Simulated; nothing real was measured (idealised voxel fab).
process module | voxel wiring stack
cross-section cut | 260 nm wide | cells 5 nm
A cross-section is a grid of square cells, given in bands from the top down. A band is one or more rows of cells.
Each band's line starts with the height of the band's top and of its bottom, in nm. Then come its materials from left to right, each with its width in nm. One material with "throughout" fills the band from edge to edge. "air" is empty space.
Height 0 is the level under which the wafer as received is all one material. The lowest band goes on downwards, as in "0 down".
A width such as "30 to 40" changes by the same amount from each row of cells to the next, from the band's top row to its bottom row.
"no change" after a step means that no cell of the cross-section changed.
closed voids: empty space of 8 cells or more with no open way to the top, each as width x height at its distance from the left edge, in nm
after a step's settings: what the simulator itself notes on the step
overlay nm, on a step with a mask: how far to the right of its planned place the mask lay; to the left if negative
plan
1 op RECEIVE | material Si
2 op CONFORMAL_DEP | material SiO2 | thk nm 15
3 op DIRECTIONAL_DEP | material TiN | thk nm 5
4 op DIRECTIONAL_DEP | material W | thk nm 25
5 op MASKED_ETCH | tone cover | mask id METAL_1 | width nm 30 | pitch nm 55 | etch materials W | depth nm 25 | overlay nm 0
6 op MASKED_ETCH | tone cover | mask id METAL_1 | width nm 30 | pitch nm 55 | etch materials TiN | depth nm 5 | overlay nm 0
7 op FILL_DEP | material lowk | thk nm 5
8 op CMP | height nm 45
9 op CONFORMAL_DEP | material SiCN | thk nm 5
10 op DIRECTIONAL_DEP | material lowk | thk nm 10
11 op MASKED_ETCH | tone open | mask id PLUG_1 | width nm 15 | etch materials lowk | depth nm 10 | overlay nm 0
12 op MASKED_ETCH | tone open | mask id PLUG_1 | width nm 15 | etch materials SiCN | depth nm 5 | overlay nm 0
13 op EPI | material Ru | thk nm 10
14 op EPI | material Ru | thk nm 5
15 op DIRECTIONAL_DEP | material TiN | thk nm 5
16 op DIRECTIONAL_DEP | material W | thk nm 15
17 op PATTERN | tone cover | mask id METAL_2 | material resist | width nm 30 | pitch nm 55 | thk nm 15 | overlay nm 0
18 op DIRECTIONAL_ETCH | etch materials W | depth nm 15
19 op DIRECTIONAL_ETCH | etch materials TiN | depth nm 5
20 op STRIP | etch materials resist
21 op FILL_DEP | material lowk | thk nm 10
22 op CMP | height nm 80
23 op CONFORMAL_DEP | material SiCN | thk nm 5
24 op DIRECTIONAL_DEP | material lowk | thk nm 15
25 op PATTERN | tone open | mask id PLUG_2 | material resist | width nm 15 | pitch nm 55 | thk nm 20 | overlay nm 0
26 op DIRECTIONAL_ETCH | etch materials lowk | depth nm 15
27 op DIRECTIONAL_ETCH | etch materials SiCN | depth nm 5
28 op STRIP | etch materials resist
29 op EPI | material Ru | thk nm 10
30 op EPI | material Ru | thk nm 10
31 op CONFORMAL_DEP | material SiCN | thk nm 5
32 op DIRECTIONAL_DEP | material lowk | thk nm 20
33 op DIRECTIONAL_DEP | material aC | thk nm 10
34 op PATTERN | tone open | mask id METAL_3 | material resist | width nm 30 | pitch nm 55 | thk nm 25 | overlay nm 0
35 op DIRECTIONAL_ETCH | etch materials aC | depth nm 10
36 op STRIP | etch materials resist
37 op DIRECTIONAL_ETCH | etch materials lowk | depth nm 20
38 op DIRECTIONAL_ETCH | etch materials SiCN | depth nm 5
39 op STRIP | etch materials aC
40 op CONFORMAL_DEP | material TiN | thk nm 5
41 op FILL_DEP | material Ru | thk nm 10
42 op CMP | height nm 125
43 op CONFORMAL_DEP | material SiCN | thk nm 5
44 op DIRECTIONAL_DEP | material SiO2 | thk nm 10
45 op MASKED_ETCH | tone open | mask id PLUG_3 | width nm 15 | pitch nm 55 | etch materials SiO2 | depth nm 10 | overlay nm 0
46 op MASKED_ETCH | tone open | mask id PLUG_3 | width nm 15 | pitch nm 55 | etch materials SiCN | depth nm 5 | overlay nm 0
47 op CONFORMAL_DEP | material TiN | thk nm 5
48 op FILL_DEP | material W | thk nm 10
49 op CMP | height nm 140
50 op CONFORMAL_DEP | material SiN | thk nm 5
51 op DIRECTIONAL_DEP | material SiO2 | thk nm 20
52 op PATTERN | tone open | mask id METAL_4 | material resist | width nm 30 | pitch nm 55 | thk nm 20 | overlay nm 0
53 op DIRECTIONAL_ETCH | etch materials SiO2 | depth nm 20
54 op DIRECTIONAL_ETCH | etch materials SiN | depth nm 5
55 op STRIP | etch materials resist
56 op CONFORMAL_DEP | material TiN | thk nm 5
57 op FILL_DEP | material Cu | thk nm 10
58 op CMP | height nm 165
59 op EPI | material Ru | thk nm 5
60 op FILL_DEP | material SiCN | thk nm 5
first wafer, as planned
as received, after step 1
  0 down: Si throughout
  closed voids: none
after step 2
  15 to 0: SiO2 throughout
  below 0: unchanged
after step 3
  20 to 15: TiN throughout
  below 15: unchanged
after step 4
  45 to 20: W throughout
  below 20: unchanged
after step 5
  45 to 20: air 85 | W 30 | air 25 | W 30 | air 90
  below 20: unchanged
after step 6
  45 to 20: air 85 | W 30 | air 25 | W 30 | air 90
  20 to 15: air 85 | TiN 30 | air 25 | TiN 30 | air 90
  below 15: unchanged
after step 7
  50 to 45: lowk throughout
  45 to 20: lowk 85 | W 30 | lowk 25 | W 30 | lowk 90
  20 to 15: lowk 85 | TiN 30 | lowk 25 | TiN 30 | lowk 90
  below 15: unchanged
after step 8
  45 to 20: lowk 85 | W 30 | lowk 25 | W 30 | lowk 90
  below 20: unchanged
after step 9
  50 to 45: SiCN throughout
  below 45: unchanged
after step 10
  60 to 50: lowk throughout
  below 50: unchanged
after step 11
  60 to 50: lowk 85 | air 15 | lowk 160
  below 50: unchanged
after step 12
  60 to 50: lowk 85 | air 15 | lowk 160
  50 to 45: SiCN 85 | air 15 | SiCN 160
  below 45: unchanged
after step 13
  60 to 55: lowk 85 | air 15 | lowk 160
  55 to 50: lowk 85 | Ru 15 | lowk 160
  50 to 45: SiCN 85 | Ru 15 | SiCN 160
  below 45: unchanged
after step 14
  60 to 50: lowk 85 | Ru 15 | lowk 160
  below 50: unchanged
after step 15
  65 to 60: TiN throughout
  below 60: unchanged
after step 16
  80 to 65: W throughout
  below 65: unchanged
after step 17
  95 to 80: air 85 | resist 30 | air 25 | resist 30 | air 90
  below 80: unchanged
after step 18
  95 to 80: air 85 | resist 30 | air 25 | resist 30 | air 90
  80 to 65: air 85 | W 30 | air 25 | W 30 | air 90
  below 65: unchanged
after step 19
  95 to 80: air 85 | resist 30 | air 25 | resist 30 | air 90
  80 to 65: air 85 | W 30 | air 25 | W 30 | air 90
  65 to 60: air 85 | TiN 30 | air 25 | TiN 30 | air 90
  below 60: unchanged
after step 20
  80 to 65: air 85 | W 30 | air 25 | W 30 | air 90
  below 65: unchanged
after step 21
  90 to 80: lowk throughout
  80 to 65: lowk 85 | W 30 | lowk 25 | W 30 | lowk 90
  65 to 60: lowk 85 | TiN 30 | lowk 25 | TiN 30 | lowk 90
  below 60: unchanged
after step 22
  80 to 65: lowk 85 | W 30 | lowk 25 | W 30 | lowk 90
  below 65: unchanged
after step 23
  85 to 80: SiCN throughout
  below 80: unchanged
after step 24
  100 to 85: lowk throughout
  below 85: unchanged
after step 25
  120 to 100: resist 85 | air 15 | resist 40 | air 15 | resist 105
  below 100: unchanged
after step 26
  120 to 100: resist 85 | air 15 | resist 40 | air 15 | resist 105
  100 to 85: lowk 85 | air 15 | lowk 40 | air 15 | lowk 105
  below 85: unchanged
after step 27
  120 to 100: resist 85 | air 15 | resist 40 | air 15 | resist 105
  100 to 85: lowk 85 | air 15 | lowk 40 | air 15 | lowk 105
  85 to 80: SiCN 85 | air 15 | SiCN 40 | air 15 | SiCN 105
  below 80: unchanged
after step 28
  100 to 85: lowk 85 | air 15 | lowk 40 | air 15 | lowk 105
  below 85: unchanged
after step 29
  100 to 90: lowk 85 | air 15 | lowk 40 | air 15 | lowk 105
  90 to 85: lowk 85 | Ru 15 | lowk 40 | Ru 15 | lowk 105
  85 to 80: SiCN 85 | Ru 15 | SiCN 40 | Ru 15 | SiCN 105
  below 80: unchanged
after step 30
  100 to 85: lowk 85 | Ru 15 | lowk 40 | Ru 15 | lowk 105
  below 85: unchanged
after step 31
  105 to 100: SiCN throughout
  below 100: unchanged
after step 32
  125 to 105: lowk throughout
  below 105: unchanged
after step 33
  135 to 125: aC throughout
  below 125: unchanged
after step 34
  160 to 135: resist 85 | air 30 | resist 25 | air 30 | resist 90
  below 135: unchanged
after step 35
  150 to 135: resist 85 | air 30 | resist 25 | air 30 | resist 90
  135 to 125: aC 85 | air 30 | aC 25 | air 30 | aC 90
  below 125: unchanged
after step 36
  135 to 125: aC 85 | air 30 | aC 25 | air 30 | aC 90
  below 125: unchanged
after step 37
  135 to 125: aC 85 | air 30 | aC 25 | air 30 | aC 90
  125 to 105: lowk 85 | air 30 | lowk 25 | air 30 | lowk 90
  below 105: unchanged
after step 38
  135 to 125: aC 85 | air 30 | aC 25 | air 30 | aC 90
  125 to 105: lowk 85 | air 30 | lowk 25 | air 30 | lowk 90
  105 to 100: SiCN 85 | air 30 | SiCN 25 | air 30 | SiCN 90
  below 100: unchanged
after step 39
  125 to 105: lowk 85 | air 30 | lowk 25 | air 30 | lowk 90
  below 105: unchanged
after step 40
  130 to 125: TiN 90 | air 20 | TiN 35 | air 20 | TiN 95
  125 to 105: lowk 85 | TiN 5 | air 20 | TiN 5 | lowk 25 | TiN 5 | air 20 | TiN 5 | lowk 90
  105 to 100: SiCN 85 | TiN 30 | SiCN 25 | TiN 30 | SiCN 90
  below 100: unchanged
after step 41
  140 to 130: Ru throughout
  130 to 125: TiN 90 | Ru 20 | TiN 35 | Ru 20 | TiN 95
  125 to 105: lowk 85 | TiN 5 | Ru 20 | TiN 5 | lowk 25 | TiN 5 | Ru 20 | TiN 5 | lowk 90
  below 105: unchanged
after step 42
  125 to 105: lowk 85 | TiN 5 | Ru 20 | TiN 5 | lowk 25 | TiN 5 | Ru 20 | TiN 5 | lowk 90
  below 105: unchanged
after step 43
  130 to 125: SiCN throughout
  below 125: unchanged
after step 44
  140 to 130: SiO2 throughout
  below 130: unchanged
after step 45
  140 to 130: SiO2 85 | air 15 | SiO2 40 | air 15 | SiO2 105
  below 130: unchanged
after step 46
  140 to 130: SiO2 85 | air 15 | SiO2 40 | air 15 | SiO2 105
  130 to 125: SiCN 85 | air 15 | SiCN 40 | air 15 | SiCN 105
  below 125: unchanged
after step 47
  145 to 140: TiN 90 | air 5 | TiN 50 | air 5 | TiN 110
  140 to 130: SiO2 85 | TiN 5 | air 5 | TiN 5 | SiO2 40 | TiN 5 | air 5 | TiN 5 | SiO2 105
  130 to 125: SiCN 85 | TiN 15 | SiCN 40 | TiN 15 | SiCN 105
  below 125: unchanged
after step 48
  155 to 145: W throughout
  145 to 140: TiN 90 | W 5 | TiN 50 | W 5 | TiN 110
  140 to 130: SiO2 85 | TiN 5 | W 5 | TiN 5 | SiO2 40 | TiN 5 | W 5 | TiN 5 | SiO2 105
  below 130: unchanged
after step 49
  140 to 130: SiO2 85 | TiN 5 | W 5 | TiN 5 | SiO2 40 | TiN 5 | W 5 | TiN 5 | SiO2 105
  below 130: unchanged
after step 50
  145 to 140: SiN throughout
  below 140: unchanged
after step 51
  165 to 145: SiO2 throughout
  below 145: unchanged
after step 52
  185 to 165: resist 85 | air 30 | resist 25 | air 30 | resist 90
  below 165: unchanged
after step 53
  185 to 165: resist 85 | air 30 | resist 25 | air 30 | resist 90
  165 to 145: SiO2 85 | air 30 | SiO2 25 | air 30 | SiO2 90
  below 145: unchanged
after step 54
  185 to 165: resist 85 | air 30 | resist 25 | air 30 | resist 90
  165 to 145: SiO2 85 | air 30 | SiO2 25 | air 30 | SiO2 90
  145 to 140: SiN 85 | air 30 | SiN 25 | air 30 | SiN 90
  below 140: unchanged
after step 55
  165 to 145: SiO2 85 | air 30 | SiO2 25 | air 30 | SiO2 90
  below 145: unchanged
after step 56
  170 to 165: TiN 90 | air 20 | TiN 35 | air 20 | TiN 95
  165 to 145: SiO2 85 | TiN 5 | air 20 | TiN 5 | SiO2 25 | TiN 5 | air 20 | TiN 5 | SiO2 90
  145 to 140: SiN 85 | TiN 30 | SiN 25 | TiN 30 | SiN 90
  below 140: unchanged
after step 57
  180 to 170: Cu throughout
  170 to 165: TiN 90 | Cu 20 | TiN 35 | Cu 20 | TiN 95
  165 to 145: SiO2 85 | TiN 5 | Cu 20 | TiN 5 | SiO2 25 | TiN 5 | Cu 20 | TiN 5 | SiO2 90
  below 145: unchanged
after step 58
  165 to 145: SiO2 85 | TiN 5 | Cu 20 | TiN 5 | SiO2 25 | TiN 5 | Cu 20 | TiN 5 | SiO2 90
  below 145: unchanged
after step 59
  170 to 165: air 80 | Ru 40 | air 15 | Ru 40 | air 85
  below 165: unchanged
after step 60
  175 to 170: SiCN throughout
  170 to 165: SiCN 80 | Ru 40 | SiCN 15 | Ru 40 | SiCN 85
  below 165: unchanged
second wafer: like start, like plan, one mistake. Through step 16 it matches the first wafer
when step 17 should have ended
  95 to 80: resist 85 | air 30 | resist 25 | air 30 | resist 90
  below 80: unchanged
when step 18 should have ended
  95 to 80: resist 85 | air 30 | resist 25 | air 30 | resist 90
  80 to 65: W 85 | air 30 | W 25 | air 30 | W 90
  below 65: unchanged
when step 19 should have ended
  95 to 80: resist 85 | air 30 | resist 25 | air 30 | resist 90
  80 to 65: W 85 | air 30 | W 25 | air 30 | W 90
  65 to 60: TiN 85 | air 30 | TiN 25 | air 30 | TiN 90
  below 60: unchanged
when step 20 should have ended
  80 to 65: W 85 | air 30 | W 25 | air 30 | W 90
  below 65: unchanged
when step 21 should have ended
  90 to 80: lowk throughout
  80 to 65: W 85 | lowk 30 | W 25 | lowk 30 | W 90
  65 to 60: TiN 85 | lowk 30 | TiN 25 | lowk 30 | TiN 90
  below 60: unchanged
when step 22 should have ended
  80 to 65: W 85 | lowk 30 | W 25 | lowk 30 | W 90
  below 65: unchanged
when step 23 should have ended
  85 to 80: SiCN throughout
  below 80: unchanged
when step 24 should have ended
  100 to 85: lowk throughout
  below 85: unchanged
when step 25 should have ended
  120 to 100: resist 85 | air 15 | resist 40 | air 15 | resist 105
  below 100: unchanged
when step 26 should have ended
  120 to 100: resist 85 | air 15 | resist 40 | air 15 | resist 105
  100 to 85: lowk 85 | air 15 | lowk 40 | air 15 | lowk 105
  below 85: unchanged
when step 27 should have ended
  120 to 100: resist 85 | air 15 | resist 40 | air 15 | resist 105
  100 to 85: lowk 85 | air 15 | lowk 40 | air 15 | lowk 105
  85 to 80: SiCN 85 | air 15 | SiCN 40 | air 15 | SiCN 105
  below 80: unchanged
when step 28 should have ended
  100 to 85: lowk 85 | air 15 | lowk 40 | air 15 | lowk 105
  below 85: unchanged
when step 29 should have ended: no change
when step 30 should have ended: no change
when step 31 should have ended
  105 to 100: SiCN 90 | air 5 | SiCN 50 | air 5 | SiCN 110
  100 to 85: lowk 85 | SiCN 5 | air 5 | SiCN 5 | lowk 40 | SiCN 5 | air 5 | SiCN 5 | lowk 105
  85 to 80: SiCN throughout
  below 80: unchanged
when step 32 should have ended
  125 to 105: lowk 90 | air 5 | lowk 50 | air 5 | lowk 110
  105 to 100: SiCN 90 | lowk 5 | SiCN 50 | lowk 5 | SiCN 110
  100 to 85: lowk 85 | SiCN 5 | lowk 5 | SiCN 5 | lowk 40 | SiCN 5 | lowk 5 | SiCN 5 | lowk 105
  below 85: unchanged
when step 33 should have ended
  135 to 125: aC 90 | air 5 | aC 50 | air 5 | aC 110
  125 to 115: lowk 90 | air 5 | lowk 50 | air 5 | lowk 110
  115 to 105: lowk 90 | aC 5 | lowk 50 | aC 5 | lowk 110
  below 105: unchanged
when step 34 should have ended
  160 to 135: resist 85 | air 30 | resist 25 | air 30 | resist 90
  below 135: unchanged
when step 35 should have ended
  150 to 135: resist 85 | air 30 | resist 25 | air 30 | resist 90
  135 to 125: aC 85 | air 30 | aC 25 | air 30 | aC 90
  125 to 105: lowk 90 | air 5 | lowk 50 | air 5 | lowk 110
  below 105: unchanged
when step 36 should have ended
  135 to 125: aC 85 | air 30 | aC 25 | air 30 | aC 90
  below 125: unchanged
when step 37 should have ended
  135 to 125: aC 85 | air 30 | aC 25 | air 30 | aC 90
  125 to 105: lowk 85 | air 30 | lowk 25 | air 30 | lowk 90
  105 to 100: SiCN 90 | air 5 | SiCN 50 | air 5 | SiCN 110
  100 to 85: lowk 85 | SiCN 5 | air 5 | SiCN 5 | lowk 40 | SiCN 5 | air 5 | SiCN 5 | lowk 105
  below 85: unchanged
when step 38 should have ended
  135 to 125: aC 85 | air 30 | aC 25 | air 30 | aC 90
  125 to 105: lowk 85 | air 30 | lowk 25 | air 30 | lowk 90
  105 to 100: SiCN 85 | air 30 | SiCN 25 | air 30 | SiCN 90
  100 to 85: lowk 85 | SiCN 5 | air 5 | SiCN 5 | lowk 40 | SiCN 5 | air 5 | SiCN 5 | lowk 105
  85 to 80: SiCN 90 | air 5 | SiCN 50 | air 5 | SiCN 110
  below 80: unchanged
when step 39 should have ended
  125 to 105: lowk 85 | air 30 | lowk 25 | air 30 | lowk 90
  below 105: unchanged
when step 40 should have ended
  130 to 125: TiN 90 | air 20 | TiN 35 | air 20 | TiN 95
  125 to 105: lowk 85 | TiN 5 | air 20 | TiN 5 | lowk 25 | TiN 5 | air 20 | TiN 5 | lowk 90
  105 to 100: SiCN 85 | TiN 30 | SiCN 25 | TiN 30 | SiCN 90
  100 to 85: lowk 85 | SiCN 5 | TiN 5 | SiCN 5 | lowk 40 | SiCN 5 | TiN 5 | SiCN 5 | lowk 105
  85 to 80: SiCN 90 | TiN 5 | SiCN 50 | TiN 5 | SiCN 110
  below 80: unchanged
when step 41 should have ended
  140 to 130: Ru throughout
  130 to 125: TiN 90 | Ru 20 | TiN 35 | Ru 20 | TiN 95
  125 to 105: lowk 85 | TiN 5 | Ru 20 | TiN 5 | lowk 25 | TiN 5 | Ru 20 | TiN 5 | lowk 90
  below 105: unchanged
when step 42 should have ended
  125 to 105: lowk 85 | TiN 5 | Ru 20 | TiN 5 | lowk 25 | TiN 5 | Ru 20 | TiN 5 | lowk 90
  below 105: unchanged
when step 43 should have ended
  130 to 125: SiCN throughout
  below 125: unchanged
when step 44 should have ended
  140 to 130: SiO2 throughout
  below 130: unchanged
when step 45 should have ended
  140 to 130: SiO2 85 | air 15 | SiO2 40 | air 15 | SiO2 105
  below 130: unchanged
when step 46 should have ended
  140 to 130: SiO2 85 | air 15 | SiO2 40 | air 15 | SiO2 105
  130 to 125: SiCN 85 | air 15 | SiCN 40 | air 15 | SiCN 105
  below 125: unchanged
when step 47 should have ended
  145 to 140: TiN 90 | air 5 | TiN 50 | air 5 | TiN 110
  140 to 130: SiO2 85 | TiN 5 | air 5 | TiN 5 | SiO2 40 | TiN 5 | air 5 | TiN 5 | SiO2 105
  130 to 125: SiCN 85 | TiN 15 | SiCN 40 | TiN 15 | SiCN 105
  below 125: unchanged
when step 48 should have ended
  155 to 145: W throughout
  145 to 140: TiN 90 | W 5 | TiN 50 | W 5 | TiN 110
  140 to 130: SiO2 85 | TiN 5 | W 5 | TiN 5 | SiO2 40 | TiN 5 | W 5 | TiN 5 | SiO2 105
  below 130: unchanged
when step 49 should have ended
  140 to 130: SiO2 85 | TiN 5 | W 5 | TiN 5 | SiO2 40 | TiN 5 | W 5 | TiN 5 | SiO2 105
  below 130: unchanged
when step 50 should have ended
  145 to 140: SiN throughout
  below 140: unchanged
when step 51 should have ended
  165 to 145: SiO2 throughout
  below 145: unchanged
when step 52 should have ended
  185 to 165: resist 85 | air 30 | resist 25 | air 30 | resist 90
  below 165: unchanged
when step 53 should have ended
  185 to 165: resist 85 | air 30 | resist 25 | air 30 | resist 90
  165 to 145: SiO2 85 | air 30 | SiO2 25 | air 30 | SiO2 90
  below 145: unchanged
when step 54 should have ended
  185 to 165: resist 85 | air 30 | resist 25 | air 30 | resist 90
  165 to 145: SiO2 85 | air 30 | SiO2 25 | air 30 | SiO2 90
  145 to 140: SiN 85 | air 30 | SiN 25 | air 30 | SiN 90
  below 140: unchanged
when step 55 should have ended
  165 to 145: SiO2 85 | air 30 | SiO2 25 | air 30 | SiO2 90
  below 145: unchanged
when step 56 should have ended
  170 to 165: TiN 90 | air 20 | TiN 35 | air 20 | TiN 95
  165 to 145: SiO2 85 | TiN 5 | air 20 | TiN 5 | SiO2 25 | TiN 5 | air 20 | TiN 5 | SiO2 90
  145 to 140: SiN 85 | TiN 30 | SiN 25 | TiN 30 | SiN 90
  below 140: unchanged
when step 57 should have ended
  180 to 170: Cu throughout
  170 to 165: TiN 90 | Cu 20 | TiN 35 | Cu 20 | TiN 95
  165 to 145: SiO2 85 | TiN 5 | Cu 20 | TiN 5 | SiO2 25 | TiN 5 | Cu 20 | TiN 5 | SiO2 90
  below 145: unchanged
when step 58 should have ended
  165 to 145: SiO2 85 | TiN 5 | Cu 20 | TiN 5 | SiO2 25 | TiN 5 | Cu 20 | TiN 5 | SiO2 90
  below 145: unchanged
when step 59 should have ended
  170 to 165: air 80 | Ru 40 | air 15 | Ru 40 | air 85
  below 165: unchanged
when step 60 should have ended
  175 to 170: SiCN throughout
  170 to 165: SiCN 80 | Ru 40 | SiCN 15 | Ru 40 | SiCN 85
  below 165: unchanged
what went wrong: step 17 ran as: op PATTERN | tone open | mask id METAL_2 | material resist | width nm 30 | pitch nm 55 | thk nm 15 | overlay nm 0
at the end the second wafer has, in cells: 24 fewer of Ru | 16 more of SiCN | 36 more of TiN | 84 more of W | 112 fewer of lowk
